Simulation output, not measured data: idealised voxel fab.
A process module follows: voxel self aligned vias.
Each square cell in cross-section cut measures 5 nm, and the section as a whole is 235 nm wide.
How to read a cross-section here: the picture is a grid of square cells, written as bands going from the top down, and any band can span one or more rows of cells.
Each band's line starts with the height of the band's top and of its bottom, in nm. Then come its materials from left to right, each with its width in nm. One material with "all across" fills the band from edge to edge. "blank" is empty space.
It should be noted that heights are counted from 0, beneath which the wafer as supplied is of one material throughout, and that the lowest band possesses no lower boundary but continues downward, as written in "0 nm and below".
Graded width ("30..40"): value in top row of band = first number; value in bottom row = second number; row-to-row change constant.
When a step is marked "remains unaltered", none of the cells in the cross-section changed during that step.
So "Voids, enclosed" is basically the list of trapped voids: any empty space of 8 cells or more that can't reach the top through an opening. They're written width x height at distance, the distance being from the left edge, and it's all nm.
Step line, after settings: the simulator's comment on this step.
If you see "overlay nm" on a step's line and that step has a mask, it's telling you how far right of where it was planned the mask ended up; a negative number means it went left instead.
### Listed below are the process steps as planned
1 op RECEIVE | material Si
2 op CONFORMAL_DEP | material SiO2 | thk nm 10
3 op CONFORMAL_DEP | material SiCN | thk nm 5
4 op DIRECTIONAL_DEP | material lowk | thk nm 30
5 op DIRECTIONAL_DEP | material aC | thk nm 10
6 op PATTERN | tone open | mask id LINES | material resist | width nm 20 | pitch nm 45 | thk nm 25 | overlay nm 0
7 op DIRECTIONAL_ETCH | etch materials aC | depth nm 10
8 op STRIP | etch materials resist
9 op DIRECTIONAL_ETCH | etch materials lowk | depth nm 30
10 op STRIP | etch materials aC
11 op CONFORMAL_DEP | material TiN | thk nm 5
12 op FILL_DEP | material W | thk nm 5
13 op CMP | height nm 45
14 op SELECTIVE_ETCH | etch materials W Ru TiN | depth nm 10
15 op FILL_DEP | material SiN | thk nm 10
16 op CMP | height nm 35
17 op DIRECTIONAL_DEP | material lowk | thk nm 20
18 op MASKED_ETCH | tone open | mask id VIAS | width nm 30 | etch materials lowk | depth nm 20 | overlay nm 0
19 op MASKED_ETCH | tone open | mask id VIAS | width nm 30 | etch materials SiN | depth nm 10 | overlay nm 0
20 op CONFORMAL_DEP | material TiN | thk nm 5
21 op FILL_DEP | material Cu | thk nm 5
22 op CMP | height nm 65
23 op CONFORMAL_DEP | material SiCN | thk nm 5
For clarity, it should be stated that the wafers under discussion commence in an identical condition and differ with respect to the height nm of step 16, the plan indicating the value that the first wafer had.
### The first of several wafers, as received after step 1, seen in section
* 0 nm and below = Si all across
* Voids, enclosed: none
### Below: a row per wafer. Contents at end of module: for every material, cells gained since receipt (+) or lost since receipt (-); then closed voids
height nm 35; +63 Cu; +94 SiCN; +94 SiO2; +75 TiN; +12 W; +320 lowk; Voids, enclosed: none
height nm 40; +18 Cu; +94 SiCN; +4 SiN; +94 SiO2; +77 TiN; +12 W; +359 lowk; Voids, enclosed: none
height nm 45; +16 Cu; +94 SiCN; +8 SiN; +94 SiO2; +36 TiN; +12 W; +398 lowk; Voids, enclosed: none
height nm 50; +14 Cu; +94 SiCN; +53 SiN; +94 SiO2; +34 TiN; +12 W; +357 lowk; Voids, enclosed: none
height nm 55; +12 Cu; +94 SiCN; +98 SiN; +94 SiO2; +32 TiN; +12 W; +316 lowk; Voids, enclosed: none
